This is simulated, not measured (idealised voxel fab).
Name of the process module below: voxel gate over fins
Xsec cut, 145 nm wide, square cell size 5 nm.
Just so we're on the same page, the cross-sections are grids of square cells, and they're listed out in bands top to bottom, each band one or more rows deep. Top height, bottom height, nm. Materials left to right, width each, nm. Single material + "all across" = fills band edge to edge. "air" = empty. The reference from which all heights are counted is 0, the level beneath which the as-received wafer is entirely one material; the lowest band, having no lower bound, proceeds downward and is written after the example "0 -> down". Graded width ("30 to 40"): value in top row of band = first number; value in bottom row = second number; row-to-row change constant. The designation "nothing was modified", where it is given for a processing step, indicates that no cell of the cross-section was altered in the course of that step. "Closed-off voids": empty spaces of 8 cells or more with no open way to the top, each given as width x height at distance, distance from the left edge, all in nm. Note: text after step settings on the step line = simulator remark on that step. "overlay nm" denotes, for a step that has a mask, the displacement of the mask to the right of its planned place, with negative values corresponding to the left.

## Planned process steps
- 1: RECEIVE with material Si
- 2: CONFORMAL_DEP with material SiN, thk nm 10
- 3: DIRECTIONAL_DEP with material aC, thk nm 15
- 4: PATTERN with tone cover, mask id FINS, material resist, width nm 15, pitch nm 40, thk nm 35, overlay nm 0
- 5: DIRECTIONAL_ETCH with etch materials aC, depth nm 15
- 6: STRIP with etch materials resist
- 7: DIRECTIONAL_ETCH with etch materials SiN, depth nm 10
- 8: DIRECTIONAL_ETCH with etch materials Si, depth nm 30
- 9: STRIP with etch materials aC
- 10: OXIDIZE with depth nm 5
- 11: FILL_DEP with material SiO2, thk nm 10
- 12: CMP with height nm 10
- 13: SELECTIVE_ETCH with etch materials SiO2, depth nm 25
- 14: STRIP with etch materials SiN
- 15: CONFORMAL_DEP with material HfO2, thk nm 5
- 16: CONFORMAL_DEP with material TiN, thk nm 5
- 17: FILL_DEP with material W, thk nm 10
- 18: CMP with height nm 15
- 19: CONFORMAL_DEP with material SiN, thk nm 5

## Account of the first of two wafers, which was processed as intended

## As-received state of the wafer in cross-section, equivalent to post-step 1
> 0 -> down | Si all across
> Closed-off voids: none

## The following cross-section depicts the wafer upon completion of step 2
> 10 -> 0 | SiN all across
> For the remainder of the cross-section, below 0, there is no change.

## The following cross-section depicts the wafer upon completion of step 3
> 25 -> 10 | aC all across
> For the remainder of the cross-section, below 10, there is no change.

## The following cross-section depicts the wafer upon completion of step 4
> 60 -> 25 | 25 nm air, then 15 nm resist, then 25 nm air, then 15 nm resist, then 25 nm air, then 15 nm resist, then 25 nm air
> For the remainder of the cross-section, below 25, there is no change.

## The following cross-section depicts the wafer upon completion of step 5
> 45 -> 25 | 25 nm air, then 15 nm resist, then 25 nm air, then 15 nm resist, then 25 nm air, then 15 nm resist, then 25 nm air
> 25 -> 10 | 25 nm air, then 15 nm aC, then 25 nm air, then 15 nm aC, then 25 nm air, then 15 nm aC, then 25 nm air
> For the remainder of the cross-section, below 10, there is no change.

## The following cross-section depicts the wafer upon completion of step 6
> 25 -> 10 | 25 nm air, then 15 nm aC, then 25 nm air, then 15 nm aC, then 25 nm air, then 15 nm aC, then 25 nm air
> For the remainder of the cross-section, below 10, there is no change.

## The following cross-section depicts the wafer upon completion of step 7
> 25 -> 10 | 25 nm air, then 15 nm aC, then 25 nm air, then 15 nm aC, then 25 nm air, then 15 nm aC, then 25 nm air
> 10 -> 0 | 25 nm air, then 15 nm SiN, then 25 nm air, then 15 nm SiN, then 25 nm air, then 15 nm SiN, then 25 nm air
> For the remainder of the cross-section, below 0, there is no change.

## The following cross-section depicts the wafer upon completion of step 8
> 25 -> 10 | 25 nm air, then 15 nm aC, then 25 nm air, then 15 nm aC, then 25 nm air, then 15 nm aC, then 25 nm air
> 10 -> 0 | 25 nm air, then 15 nm SiN, then 25 nm air, then 15 nm SiN, then 25 nm air, then 15 nm SiN, then 25 nm air
> 0 -> -30 | 25 nm air, then 15 nm Si, then 25 nm air, then 15 nm Si, then 25 nm air, then 15 nm Si, then 25 nm air
> For the remainder of the cross-section, below -30, there is no change.

## The following cross-section depicts the wafer upon completion of step 9
> 10 -> 0 | 25 nm air, then 15 nm SiN, then 25 nm air, then 15 nm SiN, then 25 nm air, then 15 nm SiN, then 25 nm air
> For the remainder of the cross-section, below 0, there is no change.

## The following cross-section depicts the wafer upon completion of step 10
> 10 -> 0 | 25 nm air, then 15 nm SiN, then 25 nm air, then 15 nm SiN, then 25 nm air, then 15 nm SiN, then 25 nm air
> 0 -> -30 | 25 nm air, then 5 nm SiO2, then 5 nm Si, then 5 nm SiO2, then 25 nm air, then 5 nm SiO2, then 5 nm Si, then 5 nm SiO2, then 25 nm air, then 5 nm SiO2, then 5 nm Si, then 5 nm SiO2, then 25 nm air
> -30 -> -35 | 30 nm SiO2, then 5 nm Si, then 35 nm SiO2, then 5 nm Si, then 35 nm SiO2, then 5 nm Si, then 30 nm SiO2
> For the remainder of the cross-section, below -35, there is no change.

## The following cross-section depicts the wafer upon completion of step 11
> 20 -> 10 | SiO2 all across
> 10 -> 0 | 25 nm SiO2, then 15 nm SiN, then 25 nm SiO2, then 15 nm SiN, then 25 nm SiO2, then 15 nm SiN, then 25 nm SiO2
> 0 -> -35 | 30 nm SiO2, then 5 nm Si, then 35 nm SiO2, then 5 nm Si, then 35 nm SiO2, then 5 nm Si, then 30 nm SiO2
> For the remainder of the cross-section, below -35, there is no change.

## The following cross-section depicts the wafer upon completion of step 12
> 10 -> 0 | 25 nm SiO2, then 15 nm SiN, then 25 nm SiO2, then 15 nm SiN, then 25 nm SiO2, then 15 nm SiN, then 25 nm SiO2
> For the remainder of the cross-section, below 0, there is no change.

## The following cross-section depicts the wafer upon completion of step 13
> 10 -> 0 | 25 nm air, then 15 nm SiN, then 25 nm air, then 15 nm SiN, then 25 nm air, then 15 nm SiN, then 25 nm air
> 0 -> -15 | 30 nm air, then 5 nm Si, then 35 nm air, then 5 nm Si, then 35 nm air, then 5 nm Si, then 30 nm air
> For the remainder of the cross-section, below -15, there is no change.

## The following cross-section depicts the wafer upon completion of step 14
> 0 -> -15 | 30 nm air, then 5 nm Si, then 35 nm air, then 5 nm Si, then 35 nm air, then 5 nm Si, then 30 nm air
> For the remainder of the cross-section, below -15, there is no change.

## The following cross-section depicts the wafer upon completion of step 15
> 5 -> 0 | 25 nm air, then 15 nm HfO2, then 25 nm air, then 15 nm HfO2, then 25 nm air, then 15 nm HfO2, then 25 nm air
> 0 -> -10 | 25 nm air, then 5 nm HfO2, then 5 nm Si, then 5 nm HfO2, then 25 nm air, then 5 nm HfO2, then 5 nm Si, then 5 nm HfO2, then 25 nm air, then 5 nm HfO2, then 5 nm Si, then 5 nm HfO2, then 25 nm air
> -10 -> -15 | 30 nm HfO2, then 5 nm Si, then 35 nm HfO2, then 5 nm Si, then 35 nm HfO2, then 5 nm Si, then 30 nm HfO2
> For the remainder of the cross-section, below -15, there is no change.

## The following cross-section depicts the wafer upon completion of step 16
> 10 -> 5 | 20 nm air, then 25 nm TiN, then 15 nm air, then 25 nm TiN, then 15 nm air, then 25 nm TiN, then 20 nm air
> 5 -> 0 | 20 nm air, then 5 nm TiN, then 15 nm HfO2, then 5 nm TiN, then 15 nm air, then 5 nm TiN, then 15 nm HfO2, then 5 nm TiN, then 15 nm air, then 5 nm TiN, then 15 nm HfO2, then 5 nm TiN, then 20 nm air
> 0 -> -5 | 20 nm air, then 5 nm TiN, then 5 nm HfO2, then 5 nm Si, then 5 nm HfO2, then 5 nm TiN, then 15 nm air, then 5 nm TiN, then 5 nm HfO2, then 5 nm Si, then 5 nm HfO2, then 5 nm TiN, then 15 nm air, then 5 nm TiN, then 5 nm HfO2, then 5 nm Si, then 5 nm HfO2, then 5 nm TiN, then 20 nm air
> -5 -> -10 | 25 nm TiN, then 5 nm HfO2, then 5 nm Si, then 5 nm HfO2, then 25 nm TiN, then 5 nm HfO2, then 5 nm Si, then 5 nm HfO2, then 25 nm TiN, then 5 nm HfO2, then 5 nm Si, then 5 nm HfO2, then 25 nm TiN
> For the remainder of the cross-section, below -10, there is no change.

## The following cross-section depicts the wafer upon completion of step 17
> 20 -> 10 | W all across
> 10 -> 5 | 20 nm W, then 25 nm TiN, then 15 nm W, then 25 nm TiN, then 15 nm W, then 25 nm TiN, then 20 nm W
> 5 -> 0 | 20 nm W, then 5 nm TiN, then 15 nm HfO2, then 5 nm TiN, then 15 nm W, then 5 nm TiN, then 15 nm HfO2, then 5 nm TiN, then 15 nm W, then 5 nm TiN, then 15 nm HfO2, then 5 nm TiN, then 20 nm W
> 0 -> -5 | 20 nm W, then 5 nm TiN, then 5 nm HfO2, then 5 nm Si, then 5 nm HfO2, then 5 nm TiN, then 15 nm W, then 5 nm TiN, then 5 nm HfO2, then 5 nm Si, then 5 nm HfO2, then 5 nm TiN, then 15 nm W, then 5 nm TiN, then 5 nm HfO2, then 5 nm Si, then 5 nm HfO2, then 5 nm TiN, then 20 nm W
> For the remainder of the cross-section, below -5, there is no change.

## The following cross-section depicts the wafer upon completion of step 18
> 15 -> 10 | W all across
> For the remainder of the cross-section, below 10, there is no change.

## The following cross-section depicts the wafer upon completion of step 19
> 20 -> 15 | SiN all across
> For the remainder of the cross-section, below 15, there is no change.

## It is to be noted that the second wafer proceeded from the same initial state and according to the same plan as the first, although one mistake was committed in its execution; through step 7, inclusive, the two wafers share an identical history

## when step 8 should have ended
> 25 -> 10 | 25 nm air, then 15 nm aC, then 25 nm air, then 15 nm aC, then 25 nm air, then 15 nm aC, then 25 nm air
> 10 -> 0 | 25 nm air, then 15 nm SiN, then 25 nm air, then 15 nm SiN, then 25 nm air, then 15 nm SiN, then 25 nm air
> 0 -> -40 | 25 nm air, then 15 nm Si, then 25 nm air, then 15 nm Si, then 25 nm air, then 15 nm Si, then 25 nm air
> For the remainder of the cross-section, below -40, there is no change.

## when step 9 should have ended
> 10 -> 0 | 25 nm air, then 15 nm SiN, then 25 nm air, then 15 nm SiN, then 25 nm air, then 15 nm SiN, then 25 nm air
> For the remainder of the cross-section, below 0, there is no change.

## when step 10 should have ended
> 10 -> 0 | 25 nm air, then 15 nm SiN, then 25 nm air, then 15 nm SiN, then 25 nm air, then 15 nm SiN, then 25 nm air
> 0 -> -40 | 25 nm air, then 5 nm SiO2, then 5 nm Si, then 5 nm SiO2, then 25 nm air, then 5 nm SiO2, then 5 nm Si, then 5 nm SiO2, then 25 nm air, then 5 nm SiO2, then 5 nm Si, then 5 nm SiO2, then 25 nm air
> -40 -> -45 | 30 nm SiO2, then 5 nm Si, then 35 nm SiO2, then 5 nm Si, then 35 nm SiO2, then 5 nm Si, then 30 nm SiO2
> For the remainder of the cross-section, below -45, there is no change.

## when step 11 should have ended
> 20 -> 10 | SiO2 all across
> 10 -> 0 | 25 nm SiO2, then 15 nm SiN, then 25 nm SiO2, then 15 nm SiN, then 25 nm SiO2, then 15 nm SiN, then 25 nm SiO2
> 0 -> -45 | 30 nm SiO2, then 5 nm Si, then 35 nm SiO2, then 5 nm Si, then 35 nm SiO2, then 5 nm Si, then 30 nm SiO2
> For the remainder of the cross-section, below -45, there is no change.

## when step 12 should have ended
> 10 -> 0 | 25 nm SiO2, then 15 nm SiN, then 25 nm SiO2, then 15 nm SiN, then 25 nm SiO2, then 15 nm SiN, then 25 nm SiO2
> For the remainder of the cross-section, below 0, there is no change.

## when step 13 should have ended
> 10 -> 0 | 25 nm air, then 15 nm SiN, then 25 nm air, then 15 nm SiN, then 25 nm air, then 15 nm SiN, then 25 nm air
> 0 -> -15 | 30 nm air, then 5 nm Si, then 35 nm air, then 5 nm Si, then 35 nm air, then 5 nm Si, then 30 nm air
> For the remainder of the cross-section, below -15, there is no change.

## when step 14 should have ended
> 0 -> -15 | 30 nm air, then 5 nm Si, then 35 nm air, then 5 nm Si, then 35 nm air, then 5 nm Si, then 30 nm air
> For the remainder of the cross-section, below -15, there is no change.

## when step 15 should have ended
> 5 -> 0 | 25 nm air, then 15 nm HfO2, then 25 nm air, then 15 nm HfO2, then 25 nm air, then 15 nm HfO2, then 25 nm air
> 0 -> -10 | 25 nm air, then 5 nm HfO2, then 5 nm Si, then 5 nm HfO2, then 25 nm air, then 5 nm HfO2, then 5 nm Si, then 5 nm HfO2, then 25 nm air, then 5 nm HfO2, then 5 nm Si, then 5 nm HfO2, then 25 nm air
> -10 -> -15 | 30 nm HfO2, then 5 nm Si, then 35 nm HfO2, then 5 nm Si, then 35 nm HfO2, then 5 nm Si, then 30 nm HfO2
> For the remainder of the cross-section, below -15, there is no change.

## when step 16 should have ended
> 10 -> 5 | 20 nm air, then 25 nm TiN, then 15 nm air, then 25 nm TiN, then 15 nm air, then 25 nm TiN, then 20 nm air
> 5 -> 0 | 20 nm air, then 5 nm TiN, then 15 nm HfO2, then 5 nm TiN, then 15 nm air, then 5 nm TiN, then 15 nm HfO2, then 5 nm TiN, then 15 nm air, then 5 nm TiN, then 15 nm HfO2, then 5 nm TiN, then 20 nm air
> 0 -> -5 | 20 nm air, then 5 nm TiN, then 5 nm HfO2, then 5 nm Si, then 5 nm HfO2, then 5 nm TiN, then 15 nm air, then 5 nm TiN, then 5 nm HfO2, then 5 nm Si, then 5 nm HfO2, then 5 nm TiN, then 15 nm air, then 5 nm TiN, then 5 nm HfO2, then 5 nm Si, then 5 nm HfO2, then 5 nm TiN, then 20 nm air
> -5 -> -10 | 25 nm TiN, then 5 nm HfO2, then 5 nm Si, then 5 nm HfO2, then 25 nm TiN, then 5 nm HfO2, then 5 nm Si, then 5 nm HfO2, then 25 nm TiN, then 5 nm HfO2, then 5 nm Si, then 5 nm HfO2, then 25 nm TiN
> For the remainder of the cross-section, below -10, there is no change.

## when step 17 should have ended
> 20 -> 10 | W all across
> 10 -> 5 | 20 nm W, then 25 nm TiN, then 15 nm W, then 25 nm TiN, then 15 nm W, then 25 nm TiN, then 20 nm W
> 5 -> 0 | 20 nm W, then 5 nm TiN, then 15 nm HfO2, then 5 nm TiN, then 15 nm W, then 5 nm TiN, then 15 nm HfO2, then 5 nm TiN, then 15 nm W, then 5 nm TiN, then 15 nm HfO2, then 5 nm TiN, then 20 nm W
> 0 -> -5 | 20 nm W, then 5 nm TiN, then 5 nm HfO2, then 5 nm Si, then 5 nm HfO2, then 5 nm TiN, then 15 nm W, then 5 nm TiN, then 5 nm HfO2, then 5 nm Si, then 5 nm HfO2, then 5 nm TiN, then 15 nm W, then 5 nm TiN, then 5 nm HfO2, then 5 nm Si, then 5 nm HfO2, then 5 nm TiN, then 20 nm W
> For the remainder of the cross-section, below -5, there is no change.

## when step 18 should have ended
> 15 -> 10 | W all across
> For the remainder of the cross-section, below 10, there is no change.

## when step 19 should have ended
> 20 -> 15 | SiN all across
> For the remainder of the cross-section, below 15, there is no change.
Heads up, the wafer didn't run the way we planned it: step 8 went in with a setting other than planned; the actual run was DIRECTIONAL_ETCH with etch materials Si, depth nm 40
Count the cells at the end and the second wafer has more or fewer of some materials than the first: -52 Si | +52 SiO2
